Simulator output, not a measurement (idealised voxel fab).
process module | voxel self aligned vias
cross-section cut | 225 nm wide | cells 5 nm
A cross-section is a grid of square cells, given in bands from the top down. A band is one or more rows of cells.
Each band's line starts with the height of the band's top and of its bottom, in nm. Then come its materials from left to right, each with its width in nm. One material with "throughout" fills the band from edge to edge. "air" is empty space.
Height 0 is the level under which the wafer as received is all one material. The lowest band goes on downwards, as in "0 down".
A width such as "30 to 40" changes by the same amount from each row of cells to the next, from the band's top row to its bottom row.
"no change" after a step means that no cell of the cross-section changed.
closed voids: empty space of 8 cells or more with no open way to the top, each as width x height at its distance from the left edge, in nm
after a step's settings: what the simulator itself notes on the step
overlay nm, on a step with a mask: how far to the right of its planned place the mask lay; to the left if negative
plan
1 op RECEIVE | material Si
2 op CONFORMAL_DEP | material SiO2 | thk nm 15
3 op CONFORMAL_DEP | material SiCN | thk nm 5
4 op DIRECTIONAL_DEP | material SiO2 | thk nm 20
5 op DIRECTIONAL_DEP | material aC | thk nm 10
6 op PATTERN | tone open | mask id LINES | material resist | width nm 20 | pitch nm 45 | thk nm 30 | overlay nm 0
7 op DIRECTIONAL_ETCH | etch materials aC | depth nm 10
8 op STRIP | etch materials resist
9 op DIRECTIONAL_ETCH | etch materials SiO2 | depth nm 20
10 op STRIP | etch materials aC
11 op CONFORMAL_DEP | material TiN | thk nm 5
12 op FILL_DEP | material Ru | thk nm 5
13 op CMP | height nm 40
14 op SELECTIVE_ETCH | etch materials W Ru TiN | depth nm 10
15 op FILL_DEP | material SiN | thk nm 10
16 op CMP | height nm 40
17 op DIRECTIONAL_DEP | material SiO2 | thk nm 20
18 op MASKED_ETCH | tone open | mask id VIAS | width nm 30 | pitch nm 90 | etch materials SiO2 | depth nm 20 | overlay nm 0
19 op MASKED_ETCH | tone open | mask id VIAS | width nm 30 | pitch nm 90 | etch materials SiN | depth nm 10 | overlay nm 0
20 op CONFORMAL_DEP | material TiN | thk nm 5
21 op FILL_DEP | material W | thk nm 10
22 op CMP | height nm 60
23 op CONFORMAL_DEP | material SiCN | thk nm 5
as received, after step 1
  0 down: Si throughout
  closed voids: none
a wafer at the end: this start, this plan, one mistake
  65 to 60: SiCN throughout
  60 to 40: SiO2 50 | TiN 5 | SiO2 20 | TiN 5 | SiO2 60 | TiN 5 | SiO2 20 | TiN 5 | SiO2 55
  40 to 30: SiO2 55 | SiN 20 | SiO2 25 | SiN 20 | SiO2 25 | SiN 20 | SiO2 60
  30 to 25: SiO2 55 | TiN 5 | Ru 10 | TiN 5 | SiO2 25 | TiN 5 | Ru 10 | TiN 5 | SiO2 25 | TiN 5 | Ru 10 | TiN 5 | SiO2 60
  25 to 20: SiO2 55 | TiN 20 | SiO2 25 | TiN 20 | SiO2 25 | TiN 20 | SiO2 60
  20 to 15: SiCN throughout
  15 to 0: SiO2 throughout
  0 down: Si throughout
  closed voids: none
what went wrong: steps 17 and 18 were swapped
